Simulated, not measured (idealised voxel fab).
This section sets out a process module, namely voxel quadruple lines.
The cross-section on display is named cut; it measures 245 nm wide, and its cells are 5 nm squares.
Throughout this document, each cross-section is represented as a grid of square cells and is presented as a sequence of bands enumerated from the top downward, where a band comprises one or more rows of cells.
It is stipulated that each band's entry specify, in nanometres, the height of the top of the band and then that of its bottom, followed by the materials of the band in left-to-right sequence, each together with its width in nanometres. A single material marked by the word "edge to edge" is understood to fill the band from edge to edge; the word "empty" is understood to denote empty space.
Heights are reckoned from 0. Under this level, the received wafer is all of one material. The bottommost band is open-ended downward, for example "top 0, no bottom".
A two-number width, for instance "30 to 40", indicates that the width is equal to the first number in the top row of the band and to the second number in the bottom row, and that it changes by a constant amount per row of cells.
The cross-section has no changed cell in any step marked "nothing different".
Entry "Closed void register". Content: empty spaces with no open connection to the top, size 8 cells or greater. Each: width x height at distance. Distance: from left edge. Unit: nm.
Heads up: the bit after the settings on a step's line is the simulator's remark on that step.
overlay nm: step with mask; distance mask lay right of planned place; negative value = left of planned place.

### Here's what the planned process steps look like
| 1 | RECEIVE,material Si |
| 2 | CONFORMAL_DEP,material Al2O3,thk nm 5 |
| 3 | DIRECTIONAL_DEP,material TiN,thk nm 10 |
| 4 | DIRECTIONAL_DEP,material polySi,thk nm 20 |
| 5 | DIRECTIONAL_DEP,material aC,thk nm 25 |
| 6 | PATTERN,tone cover,mask id MANDREL,material resist,width nm 35,pitch nm 100,thk nm 30,overlay nm 0 |
| 7 | DIRECTIONAL_ETCH,etch materials aC,depth nm 25 |
| 8 | STRIP,etch materials resist |
| 9 | CONFORMAL_DEP,material SiO2,thk nm 15 |
| 10 | DIRECTIONAL_ETCH,etch materials SiO2,depth nm 15 |
| 11 | STRIP,etch materials aC |
| 12 | DIRECTIONAL_ETCH,etch materials polySi,depth nm 20 |
| 13 | STRIP,etch materials SiO2 |
| 14 | CONFORMAL_DEP,material SiCN,thk nm 10 |
| 15 | DIRECTIONAL_ETCH,etch materials SiCN,depth nm 10 |
| 16 | STRIP,etch materials polySi |
| 17 | DIRECTIONAL_ETCH,etch materials TiN,depth nm 10 |
| 18 | STRIP,etch materials SiCN |

### Incoming wafer in cross-section (state: after step 1)
top 0, no bottom: Si edge to edge
Closed void register: none

### First of two wafers, end-of-module section, run followed plan
top 15, bottom 5: 30 empty; 10 TiN; 15 empty; 10 TiN; 15 empty; 10 TiN; 15 empty; 10 TiN; 15 empty; 10 TiN; 15 empty; 10 TiN; 15 empty; 10 TiN; 15 empty; 10 TiN; 30 empty
top 5, bottom 0: Al2O3 edge to edge
top 0, no bottom: Si edge to edge
Closed void register: none

### This is the second of the two wafers, cross-sectioned at the end of the module; it started exactly like the first and was given the same plan, but it was run with one mistake
top 15, bottom 5: 40 empty; 10 TiN; 15 empty; 10 TiN; 15 empty; 10 TiN; 15 empty; 10 TiN; 15 empty; 10 TiN; 15 empty; 10 TiN; 15 empty; 10 TiN; 15 empty; 10 TiN; 20 empty
top 5, bottom 0: Al2O3 edge to edge
top 0, no bottom: Si edge to edge
Closed void register: none
It is concluded that the wafer was processed incorrectly with respect to the plan, in that the process deviated at step 6: the operation and settings actually run there were PATTERN,tone cover,mask id MANDREL,material resist,width nm 35,pitch nm 100,thk nm 30,overlay nm 10
Same inventory, different map: at the end, the second wafer holds as many cells of each material as the first, placed elsewhere.
